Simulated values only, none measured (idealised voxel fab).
Proc. module: voxel lift off
We display cut, a cross-section 170 nm in width whose square cells are each 5 nm.
Cross-section = grid of square cells, listed top down in bands; band = one or more rows. What a band's entry tells you: where the top is and where the bottom is, as heights in nm, and after that what lies inside, material by material from left to right, each with its width in nm. Empty space is written as the word "blank", and a single material marked with the word "full width" occupies the band from edge to edge. The level at which height equals 0 is the one under which the wafer, as it arrives, is entirely one material. No lower edge exists for the bottom band, which continues downward and is notated as in "0 down". The two numbers in a width such as "30 to 40" mark its ends across the band: the first belongs to the top row of cells, the second to the bottom row, and from each row to the next the width moves by the same amount. "no modification" after a step means that no cell of the cross-section changed. Look at "Internal closed voids" for the closed voids: empty spaces with no open path to the top, sized 8 cells or up. Each is width x height at distance, distance from the left edge, all nm. On a step's line, text after the settings is the simulator commenting on that step. overlay nm: for a step with a mask, the amount by which the mask lay right of where it was planned; a negative amount means left of it.
Planned step list for the process
1. RECEIVE: material Si
2. CONFORMAL_DEP: material SiO2, thk nm 15
3. PATTERN: tone open, mask id LINES, material resist, width nm 25, pitch nm 55, thk nm 15, overlay nm 0
4. DIRECTIONAL_DEP: material Ru, thk nm 5
5. STRIP: etch materials resist
6. CONFORMAL_DEP: material SiO2, thk nm 5
So this is the incoming wafer in cross-section - it's already been through step 1
    0 down: Si full width
    Internal closed voids: none
The module was run from the start shown above using the plan shown above, but one mistake was made doing it; the resulting wafer cross-section is below
    25 to 20: SiO2 (20); blank (15); SiO2 (40); blank (15); SiO2 (40); blank (15); SiO2 (25)
    20 to 15: Ru (15); SiO2 (25); Ru (30); SiO2 (25); Ru (30); SiO2 (25); Ru (20)
    15 to 0: SiO2 full width
    0 down: Si full width
    Internal closed voids: none
Misprocessing identified: step 3 ran differently from the plan; actual operation with settings: PATTERN: tone cover, mask id LINES, material resist, width nm 25, pitch nm 55, thk nm 15, overlay nm 0
